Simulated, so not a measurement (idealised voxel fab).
You're looking at the process module voxel ribs on slabs.
Cross-section cut spans 175 nm and uses square cells 5 nm in size.
The cross-sections in this document take the form of a grid made of square cells. They are written out as bands, in order from top to bottom. Each band consists of one or more rows of cells. A band entry consists of two parts. The first gives the height of the band's top and the height of its bottom, in nm. The rest lists the band's materials from left to right, each with its width in nm. A single material labelled with the word "edge to edge" fills the band from edge to edge, and the word "empty" marks empty space. Where do heights start? At 0: under that level the wafer as delivered is made of one material only. And the lowest band has no floor; it just carries on downward, as in "from 0 down". The two numbers in a width such as "30 to 40" mark its ends across the band: the first belongs to the top row of cells, the second to the bottom row, and from each row to the next the width moves by the same amount. The cross-section has no changed cell in any step marked "no alteration". Under "Unvented voids" you'll find the enclosed gaps, the ones with no way out to the top, that are 8 cells or bigger; each reads width x height at distance, with distance counted from the left edge, everything in nm. That trailing text on a step's line, after the settings, is the simulator's own remark on the step. "overlay nm" on a masked step: distance the mask lay right of its planned place, negative for left.
[The following list gives the planned process steps]
1. RECEIVE | material Si
2. DIRECTIONAL_DEP | material SiO2 | thk nm 25
3. DIRECTIONAL_DEP | material polySi | thk nm 15
4. DIRECTIONAL_DEP | material aC | thk nm 10
5. PATTERN | tone cover | mask id RIB | material resist | width nm 20 | thk nm 25 | overlay nm 0
6. DIRECTIONAL_ETCH | etch materials aC | depth nm 5
7. STRIP | etch materials resist
8. DIRECTIONAL_ETCH | etch materials polySi | depth nm 10
9. STRIP | etch materials aC
10. PATTERN | tone cover | mask id SLAB | material resist | width nm 70 | thk nm 15 | overlay nm 0
11. DIRECTIONAL_ETCH | etch materials polySi | depth nm 5
12. STRIP | etch materials resist
13. FILL_DEP | material SiO2 | thk nm 25
14. CMP | height nm 60
15. DIRECTIONAL_DEP | material TiN | thk nm 10
16. DIRECTIONAL_DEP | material aC | thk nm 15
17. PATTERN | tone cover | mask id HEATER | material resist | width nm 30 | thk nm 35 | overlay nm 0
18. DIRECTIONAL_ETCH | etch materials aC | depth nm 15
19. STRIP | etch materials resist
20. DIRECTIONAL_ETCH | etch materials TiN | depth nm 10
21. STRIP | etch materials aC
22. CONFORMAL_DEP | material SiO2 | thk nm 5
Across this set of wafers, the varied parameter is the depth nm of step 6. Starting conditions are identical for every wafer, and the plan reports the value assigned to the first wafer.
[Cross-section of the first incoming wafer of several, state after step 1]
	from 0 down: Si edge to edge
	Unvented voids: none
[First of several wafers in cross-section at module end, following the final step, step 22]
	from 75 to 70: empty 65 nm, then SiO2 40 nm, then empty 70 nm
	from 70 to 65: empty 65 nm, then SiO2 5 nm, then TiN 30 nm, then SiO2 5 nm, then empty 70 nm
	from 65 to 60: SiO2 70 nm, then TiN 30 nm, then SiO2 75 nm
	from 60 to 40: SiO2 edge to edge
	from 40 to 35: SiO2 50 nm, then polySi 70 nm, then SiO2 55 nm
	from 35 to 25: polySi edge to edge
	from 25 to 0: SiO2 edge to edge
	from 0 down: Si edge to edge
	Unvented voids: none
[End of module: cross-section, last of several wafers]
	from 75 to 70: empty 65 nm, then SiO2 40 nm, then empty 70 nm
	from 70 to 65: empty 65 nm, then SiO2 5 nm, then TiN 30 nm, then SiO2 5 nm, then empty 70 nm
	from 65 to 60: SiO2 70 nm, then TiN 30 nm, then SiO2 75 nm
	from 60 to 40: SiO2 edge to edge
	from 40 to 30: SiO2 75 nm, then polySi 20 nm, then SiO2 80 nm
	from 30 to 25: SiO2 50 nm, then polySi 70 nm, then SiO2 55 nm
	from 25 to 0: SiO2 edge to edge
	from 0 down: Si edge to edge
	Unvented voids: none
[Per wafer, end of module: cells gained (+) or lost (-) per material since receipt, then closed voids]
depth nm 5 | +375 SiO2 | +12 TiN | +84 polySi | Unvented voids: none
depth nm 10 | +437 SiO2 | +12 TiN | +22 polySi | Unvented voids: none
depth nm 15 | +437 SiO2 | +12 TiN | +22 polySi | Unvented voids: none
depth nm 20 | +437 SiO2 | +12 TiN | +22 polySi | Unvented voids: none
depth nm 25 | +437 SiO2 | +12 TiN | +22 polySi | Unvented voids: none
